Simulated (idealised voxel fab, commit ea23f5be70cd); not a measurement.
process module | voxel ribs on slabs
cross-section cut | 165 nm wide | cells 5 nm
A cross-section is a grid of square cells, given in bands from the top down. A band is one or more rows of cells.
Each band's line starts with the height of the band's top and of its bottom, in nm. Then come its materials from left to right, each with its width in nm. One material with "throughout" fills the band from edge to edge. "air" is empty space.
Height 0 is the level under which the wafer as received is all one material. The lowest band goes on downwards, as in "0 down".
A width such as "30 to 40" changes by the same amount from each row of cells to the next, from the band's top row to its bottom row.
"no change" after a step means that no cell of the cross-section changed.
closed voids: empty space of 8 cells or more with no open way to the top, each as width x height at its distance from the left edge, in nm
after a step's settings: what the simulator itself notes on the step
overlay nm, on a step with a mask: how far to the right of its planned place the mask lay; to the left if negative
plan
1 op RECEIVE | material Si
2 op DIRECTIONAL_DEP | material SiO2 | thk nm 30
3 op DIRECTIONAL_DEP | material SiN | thk nm 15
4 op DIRECTIONAL_DEP | material aC | thk nm 10
5 op PATTERN | tone cover | mask id RIB | material resist | width nm 25 | thk nm 25 | overlay nm 0
6 op DIRECTIONAL_ETCH | etch materials aC | depth nm 10
7 op STRIP | etch materials resist
8 op DIRECTIONAL_ETCH | etch materials SiN | depth nm 10
9 op STRIP | etch materials aC
10 op MASKED_ETCH | tone cover | mask id SLAB | width nm 55 | etch materials SiN | depth nm 5 | overlay nm 0
11 op FILL_DEP | material SiO2 | thk nm 25
12 op CMP | height nm 65
13 op DIRECTIONAL_DEP | material TiN | thk nm 5
14 op DIRECTIONAL_DEP | material aC | thk nm 10
15 op PATTERN | tone cover | mask id HEATER | material resist | width nm 35 | thk nm 30 | overlay nm 0
16 op DIRECTIONAL_ETCH | etch materials aC | depth nm 10
17 op STRIP | etch materials resist
18 op DIRECTIONAL_ETCH | etch materials TiN | depth nm 5
19 op STRIP | etch materials aC
20 op CONFORMAL_DEP | material SiO2 | thk nm 10
as received, after step 1
  0 down: Si throughout
  closed voids: none
first wafer at the end, as planned
  80 to 75: air 55 | SiO2 55 | air 55
  75 to 70: SiO2 throughout
  70 to 65: SiO2 65 | TiN 35 | SiO2 65
  65 to 45: SiO2 throughout
  45 to 35: SiO2 70 | SiN 25 | SiO2 70
  35 to 30: SiO2 55 | SiN 55 | SiO2 55
  30 to 0: SiO2 throughout
  0 down: Si throughout
  closed voids: none
second wafer at the end: like start, like plan, one mistake
  80 to 75: air 55 | SiO2 55 | air 55
  75 to 70: SiO2 throughout
  70 to 65: SiO2 65 | TiN 35 | SiO2 65
  65 to 15: SiO2 throughout
  15 to 0: SiN throughout
  0 down: Si throughout
  closed voids: none
what went wrong: steps 2 and 3 were swapped
at the end the second wafer has, in cells: 78 more of SiN | 78 fewer of SiO2
